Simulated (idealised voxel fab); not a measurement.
The process module presented herein is designated voxel gate over fins.
The figure presents cross-section cut, which has a width of 180 nm and is divided into square cells with an edge length of 5 nm.
Just so we're on the same page, the cross-sections are grids of square cells, and they're listed out in bands top to bottom, each band one or more rows deep. Top height, bottom height, nm. Materials left to right, width each, nm. Single material + "edge to edge" = fills band edge to edge. "blank" = empty. Note: height 0 marks the level under which the wafer is uniformly one material as received. Lowest band unbounded below, written "top 0, no bottom". Note: "30 to 40" means the width goes from the first number (top row of the band) to the second number (bottom row) in equal steps per row of cells. Reading "changes: none" for a step: not a cell of the cross-section changed in it. Voids not open to the top, 8 cells minimum: see "Voids lacking openings". Written width x height at distance; distance is from the left edge; nm. Read whatever lies past the settings on a step's line as the simulator's own remark about the step. overlay nm, on a step with a mask: how far to the right of its planned place the mask lay; to the left if negative.

These are the steps we planned for the process:
1 RECEIVE (material Si)
2 CONFORMAL_DEP (material SiN; thk nm 10)
3 MASKED_ETCH (tone cover; mask id FINS; width nm 15; pitch nm 60; etch materials SiN; depth nm 10; overlay nm 0)
4 MASKED_ETCH (tone cover; mask id FINS; width nm 15; pitch nm 60; etch materials Si; depth nm 35; overlay nm 0)
5 FILL_DEP (material SiO2; thk nm 15)
6 CMP (height nm 10)
7 MASKED_ETCH (tone open; mask id RAIL; width nm 15; etch materials SiO2; depth nm 40; overlay nm 0)
8 CONFORMAL_DEP (material TiN; thk nm 5)
9 FILL_DEP (material W; thk nm 10)
10 CMP (height nm 10)
11 SELECTIVE_ETCH (etch materials W Ru TiN; depth nm 25)
12 FILL_DEP (material SiO2; thk nm 5)
13 CMP (height nm 10)
14 SELECTIVE_ETCH (etch materials SiO2; depth nm 20)
15 STRIP (etch materials SiN)
16 CONFORMAL_DEP (material HfO2; thk nm 5)
17 CONFORMAL_DEP (material TiN; thk nm 5)
18 FILL_DEP (material W; thk nm 10)
19 CMP (height nm 15)
20 CONFORMAL_DEP (material SiCN; thk nm 10)

as received, after step 1:
> top 0, no bottom  Si edge to edge
> Voids lacking openings: none

Module complete, cross-section. Starting point and plan per above. One mistake made in running the module:
> top 25, bottom 15  SiCN edge to edge
> top 15, bottom 10  W edge to edge
> top 10, bottom 5  TiN edge to edge
> top 5, bottom 0  HfO2 edge to edge
> top 0, bottom -15  50 SiO2, then 15 Si, then 45 SiO2, then 15 Si, then 55 SiO2
> top -15, bottom -25  50 SiO2, then 15 Si, then 15 SiO2, then 5 TiN, then 5 W, then 5 TiN, then 15 SiO2, then 15 Si, then 55 SiO2
> top -25, bottom -30  50 SiO2, then 15 Si, then 15 SiO2, then 15 TiN, then 15 SiO2, then 15 Si, then 55 SiO2
> top -30, bottom -35  50 SiO2, then 15 Si, then 45 SiO2, then 15 Si, then 55 SiO2
> top -35, no bottom  Si edge to edge
> Voids lacking openings: none
Diagnosis: step 14 went in with a setting other than planned; the actual run was SELECTIVE_ETCH (etch materials SiO2; depth nm 10)
